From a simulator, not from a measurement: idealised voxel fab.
The process module that follows is named voxel transistor to metal.
FYI the section here is cut, 165 nm wide, cells are 5 nm squares.
How to read a cross-section here: the picture is a grid of square cells, written as bands going from the top down, and any band can span one or more rows of cells. Heads up on the band format: heights come first, top then bottom, in nm. After that it's the materials left to right, each with its width in nm. A single material flagged "everywhere" fills the whole band edge to edge, and "air" means there's empty space there. Heights are measured from 0, the level below which the as-received wafer is all one material; the lowest band has no bottom and continues downward, written as in "top 0, no bottom". Per-row width for "30 to 40": begins at first number (top row of band), ends at second number (bottom row), increment between rows held constant. Given "nothing different" for a step, no cell of the cross-section differs between before and after that step. Closed-off voids of 8+ cells (no open route to the top) go in "Closed cavity list", written width x height at distance from the left edge, in nm. after a step's settings: what the simulator itself notes on the step. overlay nm, on a step with a mask: how far to the right of its planned place the mask lay; to the left if negative.
[Below is the list of planned process steps]
1. RECEIVE (material Si)
2. CONFORMAL_DEP (material SiO2; thk nm 5)
3. CONFORMAL_DEP (material SiN; thk nm 10)
4. PATTERN (tone cover; mask id ACTIVE; material resist; width nm 105; thk nm 20; overlay nm 0)
5. DIRECTIONAL_ETCH (etch materials SiN; depth nm 10)
6. DIRECTIONAL_ETCH (etch materials SiO2; depth nm 5)
7. DIRECTIONAL_ETCH (etch materials Si; depth nm 25)
8. STRIP (etch materials resist)
9. FILL_DEP (material SiO2; thk nm 10)
10. CMP (height nm 15)
11. SELECTIVE_ETCH (etch materials SiO2; depth nm 10)
12. STRIP (etch materials SiN)
13. SELECTIVE_ETCH (etch materials SiO2; depth nm 5)
14. OXIDIZE (depth nm 5)
15. DIRECTIONAL_DEP (material polySi; thk nm 30)
16. DIRECTIONAL_DEP (material SiCN; thk nm 15)
17. PATTERN (tone cover; mask id GATE; material resist; width nm 25; thk nm 20; overlay nm 0)
18. DIRECTIONAL_ETCH (etch materials SiCN; depth nm 25)
19. DIRECTIONAL_ETCH (etch materials polySi; depth nm 40)
20. STRIP (etch materials resist)
21. CONFORMAL_DEP (material SiN; thk nm 10)
22. DIRECTIONAL_ETCH (etch materials SiN; depth nm 10)
23. DIRECTIONAL_ETCH (etch materials SiO2; depth nm 5)
24. DIRECTIONAL_ETCH (etch materials Si; depth nm 15)
25. EPI (material SiGe; thk nm 15)
26. FILL_DEP (material SiO2; thk nm 10)
27. CMP (height nm 45)
28. DIRECTIONAL_DEP (material SiO2; thk nm 15)
29. PATTERN (tone open; mask id CONTACT; material resist; width nm 25; pitch nm 60; thk nm 20; overlay nm 0)
30. DIRECTIONAL_ETCH (etch materials SiO2; depth nm 65)
31. STRIP (etch materials resist)
32. CONFORMAL_DEP (material TiN; thk nm 5)
33. FILL_DEP (material W; thk nm 5)
34. CMP (height nm 60)
35. CONFORMAL_DEP (material SiCN; thk nm 5)
36. DIRECTIONAL_DEP (material SiO2; thk nm 20)
37. MASKED_ETCH (tone open; mask id METAL_1; width nm 15; pitch nm 70; etch materials SiO2; depth nm 20; overlay nm 0)
38. MASKED_ETCH (tone open; mask id METAL_1; width nm 15; pitch nm 70; etch materials SiCN; depth nm 5; overlay nm 0)
39. CONFORMAL_DEP (material TiN; thk nm 5)
40. FILL_DEP (material Cu; thk nm 5)
41. CMP (height nm 85)
42. CONFORMAL_DEP (material SiN; thk nm 5)
[Wafer at receipt (post step 1), cross-section]
- top 0, no bottom: Si everywhere
- Closed cavity list: none
[First of two wafers, end-of-module section, run followed plan]
- top 90, bottom 85: SiN everywhere
- top 85, bottom 65: SiO2=40; TiN=5; Cu=5; TiN=5; SiO2=55; TiN=5; Cu=5; TiN=5; SiO2=40
- top 65, bottom 60: SiCN=40; TiN=15; SiCN=55; TiN=15; SiCN=40
- top 60, bottom 50: SiO2=40; TiN=5; W=15; TiN=5; SiO2=35; TiN=5; W=15; TiN=5; SiO2=40
- top 50, bottom 45: SiO2=40; TiN=5; W=10; TiN=10; SiO2=35; TiN=10; W=10; TiN=5; SiO2=40
- top 45, bottom 30: SiO2=40; TiN=5; W=10; TiN=5; SiN=10; SiCN=25; SiN=10; TiN=5; W=10; TiN=5; SiO2=40
- top 30, bottom 15: SiO2=40; TiN=5; W=10; TiN=5; SiN=10; polySi=25; SiN=10; TiN=5; W=10; TiN=5; SiO2=40
- top 15, bottom 10: SiO2=40; TiN=20; SiN=10; polySi=25; SiN=10; TiN=20; SiO2=40
- top 10, bottom 0: SiO2=40; TiN=5; SiGe=15; SiN=10; polySi=25; SiN=10; SiGe=15; TiN=5; SiO2=40
- top 0, bottom -5: SiO2=40; TiN=5; SiGe=15; SiO2=45; SiGe=15; TiN=5; SiO2=40
- top -5, bottom -20: SiO2=30; SiGe=30; Si=45; SiGe=30; SiO2=30
- top -20, bottom -25: SiO2=30; Si=105; SiO2=30
- top -25, no bottom: Si everywhere
- Closed cavity list: none
[Here's the second of our two wafers sectioned at module end. Same start as the first, same plan, but one mistake got made running it]
- top 90, bottom 85: SiN everywhere
- top 85, bottom 65: SiO2=40; TiN=5; Cu=5; TiN=5; SiO2=55; TiN=5; Cu=5; TiN=5; SiO2=40
- top 65, bottom 60: SiCN=40; TiN=15; SiCN=55; TiN=15; SiCN=40
- top 60, bottom 50: SiO2=40; TiN=5; W=15; TiN=5; SiO2=35; TiN=5; W=15; TiN=5; SiO2=40
- top 50, bottom 45: SiO2=40; TiN=5; W=10; TiN=10; SiO2=35; TiN=10; W=10; TiN=5; SiO2=40
- top 45, bottom 40: SiO2=40; TiN=5; W=10; TiN=5; SiN=10; SiCN=25; SiN=10; TiN=5; W=10; TiN=5; SiO2=40
- top 40, bottom 35: SiO2=40; TiN=20; SiN=10; SiCN=25; SiN=10; TiN=20; SiO2=40
- top 35, bottom 30: SiCN everywhere
- top 30, bottom 0: polySi everywhere
- top 0, bottom -5: SiO2 everywhere
- top -5, bottom -25: SiO2=30; Si=105; SiO2=30
- top -25, no bottom: Si everywhere
- Closed cavity list: none
In executing the process, a mistake was made relative to the plan: the plan's step 16 ran twice
Final comparison by cell count, materials where the second wafer has more or fewer than the first: Si: 36 more | SiCN: 28 more | SiGe: 54 fewer | SiN: 28 fewer | SiO2: 104 fewer | TiN: 26 fewer | W: 20 fewer | polySi: 168 more
